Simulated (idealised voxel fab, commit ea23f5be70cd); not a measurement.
This section sets out a process module, namely voxel self aligned vias.
Pictured: cross-section cut, 270 nm wide, on a grid of 5 nm square cells.
Throughout this document, each cross-section is represented as a grid of square cells and is presented as a sequence of bands enumerated from the top downward, where a band comprises one or more rows of cells.
The band entry comprises the height of the band's top followed by the height of its bottom, expressed in nm, and subsequently the band's materials from left to right, each stated together with its width in nm. Where a single material is marked with the word "everywhere", that material fills the band from edge to edge. The word "blank" represents empty space.
We count height from 0. Below that, the starting wafer is all one material. The lowest band never ends at the bottom but goes on down; see "top 0, no bottom" for how that is written.
A width such as "30->40" changes by the same amount from each row of cells to the next, from the band's top row to its bottom row.
It should be understood that the words "no alteration", when stated for a given step, signify that the cross-section underwent no change in any of its cells during that step.
"closed voids" means: voids of 8 cells or more that are shut off from the top with no open way through. Written width x height at distance, distance from the left edge, in nm.
On a step's line, text after the settings is the simulator commenting on that step.
The line of a step may include "overlay nm". On a step with a mask, this value is how far to the right of its planned place the mask lay. A negative value means the mask lay to the left.

# Listed below are the process steps as planned
1: RECEIVE [material Si]
2: CONFORMAL_DEP [material SiO2] [thk nm 15]
3: CONFORMAL_DEP [material SiCN] [thk nm 5]
4: DIRECTIONAL_DEP [material SiO2] [thk nm 25]
5: DIRECTIONAL_DEP [material aC] [thk nm 15]
6: PATTERN [tone open] [mask id LINES] [material resist] [width nm 25] [pitch nm 65] [thk nm 35] [overlay nm 0]
7: DIRECTIONAL_ETCH [etch materials aC] [depth nm 15]
8: STRIP [etch materials resist]
9: DIRECTIONAL_ETCH [etch materials SiO2] [depth nm 25]
10: STRIP [etch materials aC]
11: CONFORMAL_DEP [material TiN] [thk nm 5]
12: FILL_DEP [material W] [thk nm 10]
13: CMP [height nm 45]
14: SELECTIVE_ETCH [etch materials W Ru TiN] [depth nm 10]
15: FILL_DEP [material SiN] [thk nm 10]
16: CMP [height nm 45]
17: DIRECTIONAL_DEP [material SiO2] [thk nm 20]
18: DIRECTIONAL_DEP [material aC] [thk nm 15]
19: PATTERN [tone open] [mask id VIAS] [material resist] [width nm 35] [pitch nm 65] [thk nm 35] [overlay nm 0]
20: DIRECTIONAL_ETCH [etch materials aC] [depth nm 15]
21: STRIP [etch materials resist]
22: DIRECTIONAL_ETCH [etch materials SiO2] [depth nm 20]
23: DIRECTIONAL_ETCH [etch materials SiN] [depth nm 10]
24: STRIP [etch materials aC]
25: CONFORMAL_DEP [material TiN] [thk nm 5]
26: FILL_DEP [material W] [thk nm 10]
27: CMP [height nm 65]
28: CONFORMAL_DEP [material SiN] [thk nm 5]

# Cross-section of the wafer upon arrival, representing the state reached after step 1
  top 0, no bottom: Si everywhere
  closed voids: none

# Cross-section: first of two wafers, module finished, run according to plan
  top 70, bottom 65: SiN everywhere
  top 65, bottom 50: SiO2: 85  TiN: 5  W: 25  TiN: 5  SiO2: 30  TiN: 5  W: 25  TiN: 5  SiO2: 85
  top 50, bottom 40: SiO2: 85->90  TiN: 10->5  W: 15  TiN: 10->5  SiO2: 30->40  TiN: 10->5  W: 15  TiN: 10->5  SiO2: 85->90
  top 40, bottom 35: SiO2: 90  TiN: 25  SiO2: 40  TiN: 25  SiO2: 90
  top 35, bottom 25: SiO2: 90  TiN: 5  W: 15  TiN: 5  SiO2: 40  TiN: 5  W: 15  TiN: 5  SiO2: 90
  top 25, bottom 20: SiO2: 90  TiN: 25  SiO2: 40  TiN: 25  SiO2: 90
  top 20, bottom 15: SiCN everywhere
  top 15, bottom 0: SiO2 everywhere
  top 0, no bottom: Si everywhere
  closed voids: none

# End-of-module cross-section of the second wafer: identical starting point and process plan to the first, with one processing mistake
  top 70, bottom 65: SiN everywhere
  top 65, bottom 40: SiO2: 85  TiN: 5  W: 25  TiN: 5  SiO2: 30  TiN: 5  W: 25  TiN: 5  SiO2: 85
  top 40, bottom 35: SiO2: 85  TiN: 35  SiO2: 30  TiN: 35  SiO2: 85
  top 35, bottom 25: SiO2: 85  TiN: 10  W: 15  TiN: 10  SiO2: 30  TiN: 10  W: 15  TiN: 10  SiO2: 85
  top 25, bottom 20: SiO2: 90  TiN: 25  SiO2: 40  TiN: 25  SiO2: 90
  top 20, bottom 15: SiCN everywhere
  top 15, bottom 0: SiO2 everywhere
  top 0, no bottom: Si everywhere
  closed voids: none
Error vs. plan: step 22 was run twice
Wafer comparison, final, in cells, second relative to first, materials more or fewer: SiO2 -16; TiN +8; W +8
